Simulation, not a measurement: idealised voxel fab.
process module | voxel air gaps
cross-section cut | 185 nm wide | cells 5 nm
A cross-section is a grid of square cells, given in bands from the top down. A band is one or more rows of cells.
Each band's line starts with the height of the band's top and of its bottom, in nm. Then come its materials from left to right, each with its width in nm. One material with "throughout" fills the band from edge to edge. "air" is empty space.
Height 0 is the level under which the wafer as received is all one material. The lowest band goes on downwards, as in "0 down".
A width such as "30 to 40" changes by the same amount from each row of cells to the next, from the band's top row to its bottom row.
"no change" after a step means that no cell of the cross-section changed.
closed voids: empty space of 8 cells or more with no open way to the top, each as width x height at its distance from the left edge, in nm
after a step's settings: what the simulator itself notes on the step
overlay nm, on a step with a mask: how far to the right of its planned place the mask lay; to the left if negative
plan
1 op RECEIVE | material Si
2 op CONFORMAL_DEP | material SiO2 | thk nm 15
3 op CONFORMAL_DEP | material SiCN | thk nm 5
4 op DIRECTIONAL_DEP | material lowk | thk nm 40
5 op DIRECTIONAL_DEP | material aC | thk nm 10
6 op PATTERN | tone open | mask id LINES | material resist | width nm 20 | pitch nm 45 | thk nm 30 | overlay nm -15
7 op DIRECTIONAL_ETCH | etch materials aC | depth nm 10
8 op STRIP | etch materials resist
9 op DIRECTIONAL_ETCH | etch materials lowk | depth nm 40
10 op STRIP | etch materials aC
11 op CONFORMAL_DEP | material TiN | thk nm 5
12 op FILL_DEP | material Cu | thk nm 10
13 op CMP | height nm 60
14 op EPI | material Ru | thk nm 10
15 op SELECTIVE_ETCH | etch materials lowk | depth nm 50
16 op CONFORMAL_DEP | material SiCN | thk nm 5
varied across the wafers: overlay nm of step 6. The plan shows the first wafer's value. All wafers start alike
first wafer as received, after step 1
  0 down: Si throughout
  closed voids: none
each wafer at the end: cells of each material gained (+) or lost (-) since it was received, then its closed voids
overlay nm -15 | +42 Cu | +48 Ru | +150 SiCN | +111 SiO2 | +54 TiN | closed voids: 15 x 30 at 45; 15 x 30 at 90
overlay nm -10 | +42 Cu | +48 Ru | +150 SiCN | +111 SiO2 | +54 TiN | closed voids: 15 x 30 at 50; 15 x 30 at 95
overlay nm -5 | +42 Cu | +48 Ru | +150 SiCN | +111 SiO2 | +54 TiN | closed voids: 15 x 30 at 55; 15 x 30 at 100
overlay nm 0 | +42 Cu | +48 Ru | +150 SiCN | +111 SiO2 | +54 TiN | closed voids: 15 x 30 at 60; 15 x 30 at 105
overlay nm 5 | +42 Cu | +48 Ru | +150 SiCN | +111 SiO2 | +54 TiN | closed voids: 15 x 30 at 65; 15 x 30 at 110
overlay nm 10 | +42 Cu | +48 Ru | +150 SiCN | +111 SiO2 | +54 TiN | closed voids: 15 x 30 at 70; 15 x 30 at 115
overlay nm 15 | +42 Cu | +48 Ru | +150 SiCN | +111 SiO2 | +54 TiN | closed voids: 15 x 30 at 75; 15 x 30 at 120
